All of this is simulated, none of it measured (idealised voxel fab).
This section sets out a process module, namely voxel tone inversion.
In the cross-section labelled cut, the width is 275 nm and each square cell is 5 nm.
Cross-section spec: square-cell grid; bands listed top down; each band is one or more rows. This entry defines a band. It first specifies the height of the band's top and the height of its bottom in nm, and then specifies the band's materials from left to right, stating each material with its width in nm. The word "throughout" identifies a single material that fills the band from edge to edge, while the word "empty" identifies empty space. All heights in this document are referenced to 0, defined as the level beneath which the wafer, as received, consists entirely of one material. The lowest band is not bounded below; it extends indefinitely downward and is written in the form "0..down". When a width is written as two numbers, as in "30..40", the first number is the width in the top row of cells of the band and the second is the width in its bottom row, and the width changes by the same amount from each row to the next. Given "no modifications" for a step, no cell of the cross-section differs between before and after that step. If an empty space has no open way to the top and is at least 8 cells in size, "Closed void register" lists it, written width x height at distance, where distance is measured from the left edge and every value is in nm. Text after the settings on a step's line: the simulator's own remark on that step. Each step line may optionally specify "overlay nm", which for a step with a mask gives the rightward distance between the mask's planned place and where it lay, a negative value indicating the leftward direction.
[The planned process steps are enumerated hereunder]
1. op RECEIVE | material Si
2. op CONFORMAL_DEP | material SiCN | thk nm 5
3. op DIRECTIONAL_DEP | material aC | thk nm 25
4. op PATTERN | tone cover | mask id POSTS | material resist | width nm 15 | pitch nm 35 | thk nm 35 | overlay nm 0
5. op DIRECTIONAL_ETCH | etch materials aC | depth nm 25
6. op STRIP | etch materials resist
7. op FILL_DEP | material lowk | thk nm 10
8. op CMP | height nm 30
9. op STRIP | etch materials aC
[as received, after step 1]
0..down | Si throughout
Closed void register: none
[First of two wafers, end-of-module section, run followed plan]
30..5 | lowk 75 nm  empty 15 nm  lowk 20 nm  empty 15 nm  lowk 20 nm  empty 15 nm  lowk 20 nm  empty 15 nm  lowk 80 nm
5..0 | SiCN throughout
0..down | Si throughout
Closed void register: none
[What the second wafer looks like in cross-section once the module is done. Its start and its plan matched the first wafer's exactly; what differed was one mistake in how it was run]
30..5 | empty 75 nm  aC 15 nm  empty 20 nm  aC 15 nm  empty 20 nm  aC 15 nm  empty 20 nm  aC 15 nm  empty 80 nm
5..0 | SiCN throughout
0..down | Si throughout
Closed void register: none
Plan not followed: note that step 9 departed from the planned setting and was carried out as op STRIP | etch materials lowk
Wafer comparison, final, in cells, second relative to first, materials more or fewer: aC +60 | lowk -215
